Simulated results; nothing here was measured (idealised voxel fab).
process module | voxel local oxidation
cross-section cut | 175 nm wide | cells 5 nm
A cross-section is a grid of square cells, given in bands from the top down. A band is one or more rows of cells.
Each band's line starts with the height of the band's top and of its bottom, in nm. Then come its materials from left to right, each with its width in nm. One material with "throughout" fills the band from edge to edge. "air" is empty space.
Height 0 is the level under which the wafer as received is all one material. The lowest band goes on downwards, as in "0 down".
A width such as "30 to 40" changes by the same amount from each row of cells to the next, from the band's top row to its bottom row.
"no change" after a step means that no cell of the cross-section changed.
closed voids: empty space of 8 cells or more with no open way to the top, each as width x height at its distance from the left edge, in nm
after a step's settings: what the simulator itself notes on the step
overlay nm, on a step with a mask: how far to the right of its planned place the mask lay; to the left if negative
plan
1 op RECEIVE | material Si
2 op OXIDIZE | depth nm 5
3 op CONFORMAL_DEP | material SiN | thk nm 15
4 op PATTERN | tone cover | mask id ACTIVE | material resist | width nm 95 | thk nm 15 | overlay nm 0
5 op DIRECTIONAL_ETCH | etch materials SiN | depth nm 15
6 op STRIP | etch materials resist
7 op SELECTIVE_ETCH | etch materials SiO2 | depth nm 5
8 op OXIDIZE | depth nm 10
9 op STRIP | etch materials SiN
varied across the wafers: width nm of step 4. The plan shows the first wafer's value. All wafers start alike
first wafer as received, after step 1
  0 down: Si throughout
  closed voids: none
each wafer at the end: cells of each material gained (+) or lost (-) since it was received, then its closed voids
width nm 95 | -79 Si | +61 SiO2 | closed voids: none
width nm 100 | -77 Si | +60 SiO2 | closed voids: none
width nm 105 | -75 Si | +59 SiO2 | closed voids: none
width nm 110 | -73 Si | +58 SiO2 | closed voids: none
width nm 115 | -71 Si | +57 SiO2 | closed voids: none
width nm 120 | -69 Si | +56 SiO2 | closed voids: none
